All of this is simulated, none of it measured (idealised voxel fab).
process module | voxel local oxidation
cross-section cut | 265 nm wide | cells 5 nm
A cross-section is a grid of square cells, given in bands from the top down. A band is one or more rows of cells.
Each band's line starts with the height of the band's top and of its bottom, in nm. Then come its materials from left to right, each with its width in nm. One material with "throughout" fills the band from edge to edge. "air" is empty space.
Height 0 is the level under which the wafer as received is all one material. The lowest band goes on downwards, as in "0 down".
A width such as "30 to 40" changes by the same amount from each row of cells to the next, from the band's top row to its bottom row.
"no change" after a step means that no cell of the cross-section changed.
closed voids: empty space of 8 cells or more with no open way to the top, each as width x height at its distance from the left edge, in nm
after a step's settings: what the simulator itself notes on the step
overlay nm, on a step with a mask: how far to the right of its planned place the mask lay; to the left if negative
plan
1 op RECEIVE | material Si
2 op CONFORMAL_DEP | material SiO2 | thk nm 5
3 op CONFORMAL_DEP | material SiN | thk nm 15
4 op MASKED_ETCH | tone cover | mask id ACTIVE | width nm 95 | pitch nm 120 | etch materials SiN | depth nm 15 | overlay nm 0
5 op SELECTIVE_ETCH | etch materials SiO2 | depth nm 5
6 op OXIDIZE | depth nm 10
7 op STRIP | etch materials SiN
as received, after step 1
  0 down: Si throughout
  closed voids: none
a wafer at the end: this start, this plan, one mistake
  0 to -10: air 40 | Si 65 | air 55 | Si 65 | air 40
  -10 down: Si throughout
  closed voids: none
what went wrong: step 7 ran as: op STRIP | etch materials SiO2
